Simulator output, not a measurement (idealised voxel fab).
Process module, titled voxel transistor to metal
This is section cut - it's 210 nm across, gridded in 5 nm square cells.
Notation: cross-section as square-cell grid; stated in bands, top first, going down; one or more cell rows per band.
First you get the band's top height and its bottom height, in nm, and then the materials it's made of, left to right, with each width in nm. If you see a single material with "all across", that one covers the band edge to edge. "air" is empty space.
Height 0 is the level under which the wafer as received is all one material. The lowest band goes on downwards, as in "0 and below".
Think of "30 to 40" as a width that walks from the first number to the second as you go down the band, top row to bottom row, taking equal-sized steps from row to row.
"no modification" after a step means that no cell of the cross-section changed.
Entry "Closed cavities". Content: empty spaces with no open connection to the top, size 8 cells or greater. Each: width x height at distance. Distance: from left edge. Unit: nm.
Note: text after step settings on the step line = simulator remark on that step.
Regarding "overlay nm": on a step with a mask, it is the distance the mask lay to the right of its planned place; a negative value places it to the left.

These are the steps we planned for the process
- 1: RECEIVE,material Si
- 2: CONFORMAL_DEP,material SiO2,thk nm 5
- 3: CONFORMAL_DEP,material SiN,thk nm 15
- 4: PATTERN,tone cover,mask id ACTIVE,material resist,width nm 115,thk nm 15,overlay nm 0
- 5: DIRECTIONAL_ETCH,etch materials SiN,depth nm 15
- 6: DIRECTIONAL_ETCH,etch materials SiO2,depth nm 5
- 7: DIRECTIONAL_ETCH,etch materials Si,depth nm 20
- 8: STRIP,etch materials resist
- 9: FILL_DEP,material SiO2,thk nm 10
- 10: CMP,height nm 20
- 11: SELECTIVE_ETCH,etch materials SiO2,depth nm 15
- 12: STRIP,etch materials SiN
- 13: SELECTIVE_ETCH,etch materials SiO2,depth nm 5
- 14: OXIDIZE,depth nm 5
- 15: DIRECTIONAL_DEP,material polySi,thk nm 25
- 16: DIRECTIONAL_DEP,material SiCN,thk nm 10
- 17: PATTERN,tone cover,mask id GATE,material resist,width nm 25,thk nm 20,overlay nm 0
- 18: DIRECTIONAL_ETCH,etch materials SiCN,depth nm 20
- 19: DIRECTIONAL_ETCH,etch materials polySi,depth nm 35
- 20: STRIP,etch materials resist
- 21: CONFORMAL_DEP,material SiO2,thk nm 5
- 22: DIRECTIONAL_ETCH,etch materials SiO2,depth nm 5
- 23: CONFORMAL_DEP,material SiN,thk nm 10
- 24: DIRECTIONAL_ETCH,etch materials SiN,depth nm 10
- 25: DIRECTIONAL_ETCH,etch materials SiO2,depth nm 5
- 26: DIRECTIONAL_ETCH,etch materials Si,depth nm 15
- 27: EPI,material pSi,thk nm 20
- 28: FILL_DEP,material SiO2,thk nm 10
- 29: CMP,height nm 35
- 30: DIRECTIONAL_DEP,material SiO2,thk nm 15
- 31: DIRECTIONAL_DEP,material aC,thk nm 15
- 32: PATTERN,tone open,mask id CONTACT,material resist,width nm 30,pitch nm 65,thk nm 30,overlay nm 0
- 33: DIRECTIONAL_ETCH,etch materials aC,depth nm 15
- 34: STRIP,etch materials resist
- 35: DIRECTIONAL_ETCH,etch materials SiO2,depth nm 35
- 36: STRIP,etch materials aC
- 37: CONFORMAL_DEP,material TiN,thk nm 5
- 38: FILL_DEP,material W,thk nm 10
- 39: CMP,height nm 50
- 40: CONFORMAL_DEP,material SiCN,thk nm 5
- 41: DIRECTIONAL_DEP,material lowk,thk nm 20
- 42: DIRECTIONAL_DEP,material aC,thk nm 10
- 43: PATTERN,tone open,mask id METAL_1,material resist,width nm 15,pitch nm 80,thk nm 30,overlay nm 0
- 44: DIRECTIONAL_ETCH,etch materials aC,depth nm 10
- 45: STRIP,etch materials resist
- 46: DIRECTIONAL_ETCH,etch materials lowk,depth nm 20
- 47: DIRECTIONAL_ETCH,etch materials SiCN,depth nm 5
- 48: STRIP,etch materials aC
- 49: CONFORMAL_DEP,material TiN,thk nm 5
- 50: FILL_DEP,material W,thk nm 10
- 51: CMP,height nm 75
- 52: EPI,material Ru,thk nm 5
- 53: FILL_DEP,material SiCN,thk nm 5
- 54: DIRECTIONAL_DEP,material SiO2,thk nm 30
- 55: PATTERN,tone open,mask id METAL_2,material resist,width nm 15,pitch nm 80,thk nm 20,overlay nm 0
- 56: DIRECTIONAL_ETCH,etch materials SiO2,depth nm 20
- 57: STRIP,etch materials resist
- 58: MASKED_ETCH,tone open,mask id METAL_2_HOLES,width nm 15,pitch nm 80,etch materials SiO2,depth nm 10,overlay nm 0
- 59: MASKED_ETCH,tone open,mask id METAL_2_HOLES,width nm 15,pitch nm 80,etch materials SiCN,depth nm 5,overlay nm 0
- 60: CONFORMAL_DEP,material TiN,thk nm 5
- 61: FILL_DEP,material Cu,thk nm 10
- 62: CMP,height nm 115
- 63: CONFORMAL_DEP,material SiN,thk nm 5

Concerning the first of two wafers, which was run in accordance with the plan

Delivered wafer in cross-section: state after step 1
> 0 and below | Si all across
> Closed cavities: none

After step 2, in cross-section
> 5 down to 0 | SiO2 all across
> Below 0 it's all the same as before, nothing changed down there.

After step 3, in cross-section
> 20 down to 5 | SiN all across
> Below 5 it's all the same as before, nothing changed down there.

After step 4, in cross-section
> 35 down to 20 | 45 nm air; 115 nm resist; 50 nm air
> Below 20 it's all the same as before, nothing changed down there.

After step 5, in cross-section
> 35 down to 20 | 45 nm air; 115 nm resist; 50 nm air
> 20 down to 5 | 45 nm air; 115 nm SiN; 50 nm air
> Below 5 it's all the same as before, nothing changed down there.

After step 6, in cross-section
> 35 down to 20 | 45 nm air; 115 nm resist; 50 nm air
> 20 down to 5 | 45 nm air; 115 nm SiN; 50 nm air
> 5 down to 0 | 45 nm air; 115 nm SiO2; 50 nm air
> Below 0 it's all the same as before, nothing changed down there.

After step 7, in cross-section
> 35 down to 20 | 45 nm air; 115 nm resist; 50 nm air
> 20 down to 5 | 45 nm air; 115 nm SiN; 50 nm air
> 5 down to 0 | 45 nm air; 115 nm SiO2; 50 nm air
> 0 down to -20 | 45 nm air; 115 nm Si; 50 nm air
> Below -20 it's all the same as before, nothing changed down there.

After step 8, in cross-section
> 20 down to 5 | 45 nm air; 115 nm SiN; 50 nm air
> Below 5 it's all the same as before, nothing changed down there.

After step 9, in cross-section
> 30 down to 20 | SiO2 all across
> 20 down to 5 | 45 nm SiO2; 115 nm SiN; 50 nm SiO2
> 5 down to 0 | SiO2 all across
> 0 down to -20 | 45 nm SiO2; 115 nm Si; 50 nm SiO2
> Below -20 it's all the same as before, nothing changed down there.

After step 10, in cross-section
> 20 down to 5 | 45 nm SiO2; 115 nm SiN; 50 nm SiO2
> Below 5 it's all the same as before, nothing changed down there.

After step 11, in cross-section
> 20 down to 5 | 45 nm air; 115 nm SiN; 50 nm air
> Below 5 it's all the same as before, nothing changed down there.

After step 12, in cross-section
> 5 down to 0 | SiO2 all across
> Below 0 it's all the same as before, nothing changed down there.

After step 13, in cross-section
> 0 down to -20 | 45 nm SiO2; 115 nm Si; 50 nm SiO2
> Below -20 it's all the same as before, nothing changed down there.

After step 14, in cross-section
> 0 down to -5 | SiO2 all across
> Below -5 it's all the same as before, nothing changed down there.

After step 15, in cross-section
> 25 down to 0 | polySi all across
> Below 0 it's all the same as before, nothing changed down there.

After step 16, in cross-section
> 35 down to 25 | SiCN all across
> Below 25 it's all the same as before, nothing changed down there.

After step 17, in cross-section
> 55 down to 35 | 90 nm air; 25 nm resist; 95 nm air
> Below 35 it's all the same as before, nothing changed down there.

After step 18, in cross-section
> 55 down to 35 | 90 nm air; 25 nm resist; 95 nm air
> 35 down to 25 | 90 nm air; 25 nm SiCN; 95 nm air
> Below 25 it's all the same as before, nothing changed down there.

After step 19, in cross-section
> 55 down to 35 | 90 nm air; 25 nm resist; 95 nm air
> 35 down to 25 | 90 nm air; 25 nm SiCN; 95 nm air
> 25 down to 0 | 90 nm air; 25 nm polySi; 95 nm air
> Below 0 it's all the same as before, nothing changed down there.

After step 20, in cross-section
> 35 down to 25 | 90 nm air; 25 nm SiCN; 95 nm air
> Below 25 it's all the same as before, nothing changed down there.

After step 21, in cross-section
> 40 down to 35 | 85 nm air; 35 nm SiO2; 90 nm air
> 35 down to 25 | 85 nm air; 5 nm SiO2; 25 nm SiCN; 5 nm SiO2; 90 nm air
> 25 down to 5 | 85 nm air; 5 nm SiO2; 25 nm polySi; 5 nm SiO2; 90 nm air
> 5 down to 0 | 90 nm SiO2; 25 nm polySi; 95 nm SiO2
> Below 0 it's all the same as before, nothing changed down there.

After step 22, in cross-section
> 35 down to 25 | 85 nm air; 5 nm SiO2; 25 nm SiCN; 5 nm SiO2; 90 nm air
> 25 down to 0 | 85 nm air; 5 nm SiO2; 25 nm polySi; 5 nm SiO2; 90 nm air
> Below 0 it's all the same as before, nothing changed down there.

After step 23, in cross-section
> 45 down to 35 | 75 nm air; 55 nm SiN; 80 nm air
> 35 down to 25 | 75 nm air; 10 nm SiN; 5 nm SiO2; 25 nm SiCN; 5 nm SiO2; 10 nm SiN; 80 nm air
> 25 down to 10 | 75 nm air; 10 nm SiN; 5 nm SiO2; 25 nm polySi; 5 nm SiO2; 10 nm SiN; 80 nm air
> 10 down to 0 | 85 nm SiN; 5 nm SiO2; 25 nm polySi; 5 nm SiO2; 90 nm SiN
> Below 0 it's all the same as before, nothing changed down there.

After step 24, in cross-section
> 35 down to 25 | 75 nm air; 10 nm SiN; 5 nm SiO2; 25 nm SiCN; 5 nm SiO2; 10 nm SiN; 80 nm air
> 25 down to 0 | 75 nm air; 10 nm SiN; 5 nm SiO2; 25 nm polySi; 5 nm SiO2; 10 nm SiN; 80 nm air
> Below 0 it's all the same as before, nothing changed down there.

After step 25, in cross-section
> 35 down to 30 | 75 nm air; 10 nm SiN; 5 nm air; 25 nm SiCN; 5 nm air; 10 nm SiN; 80 nm air
> 30 down to 25 | 75 nm air; 10 nm SiN; 5 nm SiO2; 25 nm SiCN; 5 nm SiO2; 10 nm SiN; 80 nm air
> 25 down to 0 | 75 nm air; 10 nm SiN; 5 nm SiO2; 25 nm polySi; 5 nm SiO2; 10 nm SiN; 80 nm air
> 0 down to -5 | 75 nm air; 55 nm SiO2; 80 nm air
> Below -5 it's all the same as before, nothing changed down there.

After step 26, in cross-section
> 35 down to 30 | 75 nm air; 10 nm SiN; 5 nm air; 25 nm SiCN; 5 nm air; 10 nm SiN; 80 nm air
> 30 down to 25 | 75 nm air; 10 nm SiN; 5 nm SiO2; 25 nm SiCN; 5 nm SiO2; 10 nm SiN; 80 nm air
> 25 down to 0 | 75 nm air; 10 nm SiN; 5 nm SiO2; 25 nm polySi; 5 nm SiO2; 10 nm SiN; 80 nm air
> 0 down to -5 | 75 nm air; 55 nm SiO2; 80 nm air
> -5 down to -20 | 45 nm SiO2; 30 nm air; 55 nm Si; 30 nm air; 50 nm SiO2
> Below -20 it's all the same as before, nothing changed down there.

After step 27, in cross-section
> 35 down to 30 | 75 nm air; 10 nm SiN; 5 nm air; 25 nm SiCN; 5 nm air; 10 nm SiN; 80 nm air
> 30 down to 25 | 75 nm air; 10 nm SiN; 5 nm SiO2; 25 nm SiCN; 5 nm SiO2; 10 nm SiN; 80 nm air
> 25 down to 15 | 75 nm air; 10 nm SiN; 5 nm SiO2; 25 nm polySi; 5 nm SiO2; 10 nm SiN; 80 nm air
> 15 down to 0 | 55 nm air; 20 nm pSi; 10 nm SiN; 5 nm SiO2; 25 nm polySi; 5 nm SiO2; 10 nm SiN; 20 nm pSi; 60 nm air
> 0 down to -5 | 40 nm air; 35 nm pSi; 55 nm SiO2; 35 nm pSi; 45 nm air
> -5 down to -20 | 45 nm SiO2; 30 nm pSi; 55 nm Si; 30 nm pSi; 50 nm SiO2
> Below -20 it's all the same as before, nothing changed down there.

After step 28, in cross-section
> 45 down to 35 | SiO2 all across
> 35 down to 25 | 75 nm SiO2; 10 nm SiN; 5 nm SiO2; 25 nm SiCN; 5 nm SiO2; 10 nm SiN; 80 nm SiO2
> 25 down to 15 | 75 nm SiO2; 10 nm SiN; 5 nm SiO2; 25 nm polySi; 5 nm SiO2; 10 nm SiN; 80 nm SiO2
> 15 down to 0 | 55 nm SiO2; 20 nm pSi; 10 nm SiN; 5 nm SiO2; 25 nm polySi; 5 nm SiO2; 10 nm SiN; 20 nm pSi; 60 nm SiO2
> 0 down to -5 | 40 nm SiO2; 35 nm pSi; 55 nm SiO2; 35 nm pSi; 45 nm SiO2
> Below -5 it's all the same as before, nothing changed down there.

After step 29, in cross-section
> 35 down to 25 | 75 nm SiO2; 10 nm SiN; 5 nm SiO2; 25 nm SiCN; 5 nm SiO2; 10 nm SiN; 80 nm SiO2
> Below 25 it's all the same as before, nothing changed down there.

After step 30, in cross-section
> 50 down to 35 | SiO2 all across
> Below 35 it's all the same as before, nothing changed down there.

After step 31, in cross-section
> 65 down to 50 | aC all across
> Below 50 it's all the same as before, nothing changed down there.

After step 32, in cross-section
> 95 down to 65 | 55 nm resist; 30 nm air; 35 nm resist; 30 nm air; 60 nm resist
> Below 65 it's all the same as before, nothing changed down there.

After step 33, in cross-section
> 80 down to 65 | 55 nm resist; 30 nm air; 35 nm resist; 30 nm air; 60 nm resist
> 65 down to 50 | 55 nm aC; 30 nm air; 35 nm aC; 30 nm air; 60 nm aC
> Below 50 it's all the same as before, nothing changed down there.

After step 34, in cross-section
> 65 down to 50 | 55 nm aC; 30 nm air; 35 nm aC; 30 nm air; 60 nm aC
> Below 50 it's all the same as before, nothing changed down there.

After step 35, in cross-section
> 65 down to 50 | 55 nm aC; 30 nm air; 35 nm aC; 30 nm air; 60 nm aC
> 50 down to 35 | 55 nm SiO2; 30 nm air; 35 nm SiO2; 30 nm air; 60 nm SiO2
> 35 down to 25 | 55 nm SiO2; 20 nm air; 10 nm SiN; 5 nm SiO2; 25 nm SiCN; 5 nm SiO2; 10 nm SiN; 20 nm air; 60 nm SiO2
> 25 down to 15 | 55 nm SiO2; 20 nm air; 10 nm SiN; 5 nm SiO2; 25 nm polySi; 5 nm SiO2; 10 nm SiN; 20 nm air; 60 nm SiO2
> Below 15 it's all the same as before, nothing changed down there.

After step 36, in cross-section
> 50 down to 35 | 55 nm SiO2; 30 nm air; 35 nm SiO2; 30 nm air; 60 nm SiO2
> Below 35 it's all the same as before, nothing changed down there.

After step 37, in cross-section
> 55 down to 50 | 60 nm TiN; 20 nm air; 45 nm TiN; 20 nm air; 65 nm TiN
> 50 down to 40 | 55 nm SiO2; 5 nm TiN; 20 nm air; 5 nm TiN; 35 nm SiO2; 5 nm TiN; 20 nm air; 5 nm TiN; 60 nm SiO2
> 40 down to 35 | 55 nm SiO2; 5 nm TiN; 10 nm air; 15 nm TiN; 35 nm SiO2; 15 nm TiN; 10 nm air; 5 nm TiN; 60 nm SiO2
> 35 down to 25 | 55 nm SiO2; 5 nm TiN; 10 nm air; 5 nm TiN; 10 nm SiN; 5 nm SiO2; 25 nm SiCN; 5 nm SiO2; 10 nm SiN; 5 nm TiN; 10 nm air; 5 nm TiN; 60 nm SiO2
> 25 down to 20 | 55 nm SiO2; 5 nm TiN; 10 nm air; 5 nm TiN; 10 nm SiN; 5 nm SiO2; 25 nm polySi; 5 nm SiO2; 10 nm SiN; 5 nm TiN; 10 nm air; 5 nm TiN; 60 nm SiO2
> 20 down to 15 | 55 nm SiO2; 20 nm TiN; 10 nm SiN; 5 nm SiO2; 25 nm polySi; 5 nm SiO2; 10 nm SiN; 20 nm TiN; 60 nm SiO2
> Below 15 it's all the same as before, nothing changed down there.

After step 38, in cross-section
> 65 down to 55 | W all across
> 55 down to 50 | 60 nm TiN; 20 nm W; 45 nm TiN; 20 nm W; 65 nm TiN
> 50 down to 40 | 55 nm SiO2; 5 nm TiN; 20 nm W; 5 nm TiN; 35 nm SiO2; 5 nm TiN; 20 nm W; 5 nm TiN; 60 nm SiO2
> 40 down to 35 | 55 nm SiO2; 5 nm TiN; 10 nm W; 15 nm TiN; 35 nm SiO2; 15 nm TiN; 10 nm W; 5 nm TiN; 60 nm SiO2
> 35 down to 25 | 55 nm SiO2; 5 nm TiN; 10 nm W; 5 nm TiN; 10 nm SiN; 5 nm SiO2; 25 nm SiCN; 5 nm SiO2; 10 nm SiN; 5 nm TiN; 10 nm W; 5 nm TiN; 60 nm SiO2
> 25 down to 20 | 55 nm SiO2; 5 nm TiN; 10 nm W; 5 nm TiN; 10 nm SiN; 5 nm SiO2; 25 nm polySi; 5 nm SiO2; 10 nm SiN; 5 nm TiN; 10 nm W; 5 nm TiN; 60 nm SiO2
> Below 20 it's all the same as before, nothing changed down there.

After step 39, in cross-section
> 50 down to 40 | 55 nm SiO2; 5 nm TiN; 20 nm W; 5 nm TiN; 35 nm SiO2; 5 nm TiN; 20 nm W; 5 nm TiN; 60 nm SiO2
> Below 40 it's all the same as before, nothing changed down there.

After step 40, in cross-section
> 55 down to 50 | SiCN all across
> Below 50 it's all the same as before, nothing changed down there.

After step 41, in cross-section
> 75 down to 55 | lowk all across
> Below 55 it's all the same as before, nothing changed down there.

After step 42, in cross-section
> 85 down to 75 | aC all across
> Below 75 it's all the same as before, nothing changed down there.

After step 43, in cross-section
> 115 down to 85 | 55 nm resist; 15 nm air; 65 nm resist; 15 nm air; 60 nm resist
> Below 85 it's all the same as before, nothing changed down there.

After step 44, in cross-section
> 105 down to 85 | 55 nm resist; 15 nm air; 65 nm resist; 15 nm air; 60 nm resist
> 85 down to 75 | 55 nm aC; 15 nm air; 65 nm aC; 15 nm air; 60 nm aC
> Below 75 it's all the same as before, nothing changed down there.

After step 45, in cross-section
> 85 down to 75 | 55 nm aC; 15 nm air; 65 nm aC; 15 nm air; 60 nm aC
> Below 75 it's all the same as before, nothing changed down there.

After step 46, in cross-section
> 85 down to 75 | 55 nm aC; 15 nm air; 65 nm aC; 15 nm air; 60 nm aC
> 75 down to 55 | 55 nm lowk; 15 nm air; 65 nm lowk; 15 nm air; 60 nm lowk
> Below 55 it's all the same as before, nothing changed down there.

After step 47, in cross-section
> 85 down to 75 | 55 nm aC; 15 nm air; 65 nm aC; 15 nm air; 60 nm aC
> 75 down to 55 | 55 nm lowk; 15 nm air; 65 nm lowk; 15 nm air; 60 nm lowk
> 55 down to 50 | 55 nm SiCN; 15 nm air; 65 nm SiCN; 15 nm air; 60 nm SiCN
> Below 50 it's all the same as before, nothing changed down there.

After step 48, in cross-section
> 75 down to 55 | 55 nm lowk; 15 nm air; 65 nm lowk; 15 nm air; 60 nm lowk
> Below 55 it's all the same as before, nothing changed down there.

After step 49, in cross-section
> 80 down to 75 | 60 nm TiN; 5 nm air; 75 nm TiN; 5 nm air; 65 nm TiN
> 75 down to 55 | 55 nm lowk; 5 nm TiN; 5 nm air; 5 nm TiN; 65 nm lowk; 5 nm TiN; 5 nm air; 5 nm TiN; 60 nm lowk
> 55 down to 50 | 55 nm SiCN; 15 nm TiN; 65 nm SiCN; 15 nm TiN; 60 nm SiCN
> Below 50 it's all the same as before, nothing changed down there.

After step 50, in cross-section
> 90 down to 80 | W all across
> 80 down to 75 | 60 nm TiN; 5 nm W; 75 nm TiN; 5 nm W; 65 nm TiN
> 75 down to 55 | 55 nm lowk; 5 nm TiN; 5 nm W; 5 nm TiN; 65 nm lowk; 5 nm TiN; 5 nm W; 5 nm TiN; 60 nm lowk
> Below 55 it's all the same as before, nothing changed down there.

After step 51, in cross-section
> 75 down to 55 | 55 nm lowk; 5 nm TiN; 5 nm W; 5 nm TiN; 65 nm lowk; 5 nm TiN; 5 nm W; 5 nm TiN; 60 nm lowk
> Below 55 it's all the same as before, nothing changed down there.

After step 52, in cross-section
> 80 down to 75 | 50 nm air; 25 nm Ru; 55 nm air; 25 nm Ru; 55 nm air
> Below 75 it's all the same as before, nothing changed down there.

After step 53, in cross-section
> 85 down to 80 | SiCN all across
> 80 down to 75 | 50 nm SiCN; 25 nm Ru; 55 nm SiCN; 25 nm Ru; 55 nm SiCN
> Below 75 it's all the same as before, nothing changed down there.

After step 54, in cross-section
> 115 down to 85 | SiO2 all across
> Below 85 it's all the same as before, nothing changed down there.

After step 55, in cross-section
> 135 down to 115 | 55 nm resist; 15 nm air; 65 nm resist; 15 nm air; 60 nm resist
> Below 115 it's all the same as before, nothing changed down there.

After step 56, in cross-section
> 135 down to 115 | 55 nm resist; 15 nm air; 65 nm resist; 15 nm air; 60 nm resist
> 115 down to 95 | 55 nm SiO2; 15 nm air; 65 nm SiO2; 15 nm air; 60 nm SiO2
> Below 95 it's all the same as before, nothing changed down there.

After step 57, in cross-section
> 115 down to 95 | 55 nm SiO2; 15 nm air; 65 nm SiO2; 15 nm air; 60 nm SiO2
> Below 95 it's all the same as before, nothing changed down there.

After step 58, in cross-section
> 115 down to 85 | 55 nm SiO2; 15 nm air; 65 nm SiO2; 15 nm air; 60 nm SiO2
> Below 85 it's all the same as before, nothing changed down there.

After step 59, in cross-section
> 115 down to 85 | 55 nm SiO2; 15 nm air; 65 nm SiO2; 15 nm air; 60 nm SiO2
> 85 down to 80 | 55 nm SiCN; 15 nm air; 65 nm SiCN; 15 nm air; 60 nm SiCN
> Below 80 it's all the same as before, nothing changed down there.

After step 60, in cross-section
> 120 down to 115 | 60 nm TiN; 5 nm air; 75 nm TiN; 5 nm air; 65 nm TiN
> 115 down to 85 | 55 nm SiO2; 5 nm TiN; 5 nm air; 5 nm TiN; 65 nm SiO2; 5 nm TiN; 5 nm air; 5 nm TiN; 60 nm SiO2
> 85 down to 80 | 55 nm SiCN; 15 nm TiN; 65 nm SiCN; 15 nm TiN; 60 nm SiCN
> Below 80 it's all the same as before, nothing changed down there.

After step 61, in cross-section
> 130 down to 120 | Cu all across
> 120 down to 115 | 60 nm TiN; 5 nm Cu; 75 nm TiN; 5 nm Cu; 65 nm TiN
> 115 down to 85 | 55 nm SiO2; 5 nm TiN; 5 nm Cu; 5 nm TiN; 65 nm SiO2; 5 nm TiN; 5 nm Cu; 5 nm TiN; 60 nm SiO2
> Below 85 it's all the same as before, nothing changed down there.

After step 62, in cross-section
> 115 down to 85 | 55 nm SiO2; 5 nm TiN; 5 nm Cu; 5 nm TiN; 65 nm SiO2; 5 nm TiN; 5 nm Cu; 5 nm TiN; 60 nm SiO2
> Below 85 it's all the same as before, nothing changed down there.

After step 63, in cross-section
> 120 down to 115 | SiN all across
> Below 115 it's all the same as before, nothing changed down there.

Here the second wafer is described. Its start and its plan were those of the first wafer. Its run contained one mistake. Up to and including step 39, it did exactly what the first wafer did

Second wafer, cut view, end of step 40 per plan
> 70 down to 50 | lowk all across
> Below 50 it's all the same as before, nothing changed down there.

Second wafer, cut view, end of step 41 per plan
> 75 down to 70 | SiCN all across
> Below 70 it's all the same as before, nothing changed down there.

Second wafer, cut view, end of step 42 per plan
> 85 down to 75 | aC all across
> Below 75 it's all the same as before, nothing changed down there.

Second wafer, cut view, end of step 43 per plan
> 115 down to 85 | 55 nm resist; 15 nm air; 65 nm resist; 15 nm air; 60 nm resist
> Below 85 it's all the same as before, nothing changed down there.

Second wafer, cut view, end of step 44 per plan
> 105 down to 85 | 55 nm resist; 15 nm air; 65 nm resist; 15 nm air; 60 nm resist
> 85 down to 75 | 55 nm aC; 15 nm air; 65 nm aC; 15 nm air; 60 nm aC
> Below 75 it's all the same as before, nothing changed down there.

Second wafer, cut view, end of step 45 per plan
> 85 down to 75 | 55 nm aC; 15 nm air; 65 nm aC; 15 nm air; 60 nm aC
> Below 75 it's all the same as before, nothing changed down there.

Second wafer, cut view, end of step 46 per plan: no modification

Second wafer, cut view, end of step 47 per plan
> 85 down to 75 | 55 nm aC; 15 nm air; 65 nm aC; 15 nm air; 60 nm aC
> 75 down to 70 | 55 nm SiCN; 15 nm air; 65 nm SiCN; 15 nm air; 60 nm SiCN
> Below 70 it's all the same as before, nothing changed down there.

Second wafer, cut view, end of step 48 per plan
> 75 down to 70 | 55 nm SiCN; 15 nm air; 65 nm SiCN; 15 nm air; 60 nm SiCN
> Below 70 it's all the same as before, nothing changed down there.

Second wafer, cut view, end of step 49 per plan
> 80 down to 75 | 60 nm TiN; 5 nm air; 75 nm TiN; 5 nm air; 65 nm TiN
> 75 down to 70 | 55 nm SiCN; 15 nm TiN; 65 nm SiCN; 15 nm TiN; 60 nm SiCN
> Below 70 it's all the same as before, nothing changed down there.

Second wafer, cut view, end of step 50 per plan
> 90 down to 80 | W all across
> 80 down to 75 | 60 nm TiN; 5 nm W; 75 nm TiN; 5 nm W; 65 nm TiN
> Below 75 it's all the same as before, nothing changed down there.

Second wafer, cut view, end of step 51 per plan
> 75 down to 70 | 55 nm SiCN; 15 nm TiN; 65 nm SiCN; 15 nm TiN; 60 nm SiCN
> Below 70 it's all the same as before, nothing changed down there.

Second wafer, cut view, end of step 52 per plan
> 80 down to 75 | 50 nm air; 25 nm Ru; 55 nm air; 25 nm Ru; 55 nm air
> Below 75 it's all the same as before, nothing changed down there.

Second wafer, cut view, end of step 53 per plan
> 85 down to 80 | SiCN all across
> 80 down to 75 | 50 nm SiCN; 25 nm Ru; 55 nm SiCN; 25 nm Ru; 55 nm SiCN
> Below 75 it's all the same as before, nothing changed down there.

Second wafer, cut view, end of step 54 per plan
> 115 down to 85 | SiO2 all across
> Below 85 it's all the same as before, nothing changed down there.

Second wafer, cut view, end of step 55 per plan
> 135 down to 115 | 55 nm resist; 15 nm air; 65 nm resist; 15 nm air; 60 nm resist
> Below 115 it's all the same as before, nothing changed down there.

Second wafer, cut view, end of step 56 per plan
> 135 down to 115 | 55 nm resist; 15 nm air; 65 nm resist; 15 nm air; 60 nm resist
> 115 down to 95 | 55 nm SiO2; 15 nm air; 65 nm SiO2; 15 nm air; 60 nm SiO2
> Below 95 it's all the same as before, nothing changed down there.

Second wafer, cut view, end of step 57 per plan
> 115 down to 95 | 55 nm SiO2; 15 nm air; 65 nm SiO2; 15 nm air; 60 nm SiO2
> Below 95 it's all the same as before, nothing changed down there.

Second wafer, cut view, end of step 58 per plan
> 115 down to 85 | 55 nm SiO2; 15 nm air; 65 nm SiO2; 15 nm air; 60 nm SiO2
> Below 85 it's all the same as before, nothing changed down there.

Second wafer, cut view, end of step 59 per plan
> 115 down to 85 | 55 nm SiO2; 15 nm air; 65 nm SiO2; 15 nm air; 60 nm SiO2
> 85 down to 80 | 55 nm SiCN; 15 nm air; 65 nm SiCN; 15 nm air; 60 nm SiCN
> Below 80 it's all the same as before, nothing changed down there.

Second wafer, cut view, end of step 60 per plan
> 120 down to 115 | 60 nm TiN; 5 nm air; 75 nm TiN; 5 nm air; 65 nm TiN
> 115 down to 85 | 55 nm SiO2; 5 nm TiN; 5 nm air; 5 nm TiN; 65 nm SiO2; 5 nm TiN; 5 nm air; 5 nm TiN; 60 nm SiO2
> 85 down to 80 | 55 nm SiCN; 15 nm TiN; 65 nm SiCN; 15 nm TiN; 60 nm SiCN
> Below 80 it's all the same as before, nothing changed down there.

Second wafer, cut view, end of step 61 per plan
> 130 down to 120 | Cu all across
> 120 down to 115 | 60 nm TiN; 5 nm Cu; 75 nm TiN; 5 nm Cu; 65 nm TiN
> 115 down to 85 | 55 nm SiO2; 5 nm TiN; 5 nm Cu; 5 nm TiN; 65 nm SiO2; 5 nm TiN; 5 nm Cu; 5 nm TiN; 60 nm SiO2
> Below 85 it's all the same as before, nothing changed down there.

Second wafer, cut view, end of step 62 per plan
> 115 down to 85 | 55 nm SiO2; 5 nm TiN; 5 nm Cu; 5 nm TiN; 65 nm SiO2; 5 nm TiN; 5 nm Cu; 5 nm TiN; 60 nm SiO2
> Below 85 it's all the same as before, nothing changed down there.

Second wafer, cut view, end of step 63 per plan
> 120 down to 115 | SiN all across
> Below 115 it's all the same as before, nothing changed down there.
Nonconformance to the process plan: the executed order of steps 40 and 41 is the reverse of that specified in the plan, each step having taken the other's position
Final difference in cells, second wafer against first, listed per material as more or fewer: TiN -16, W -8, lowk +24
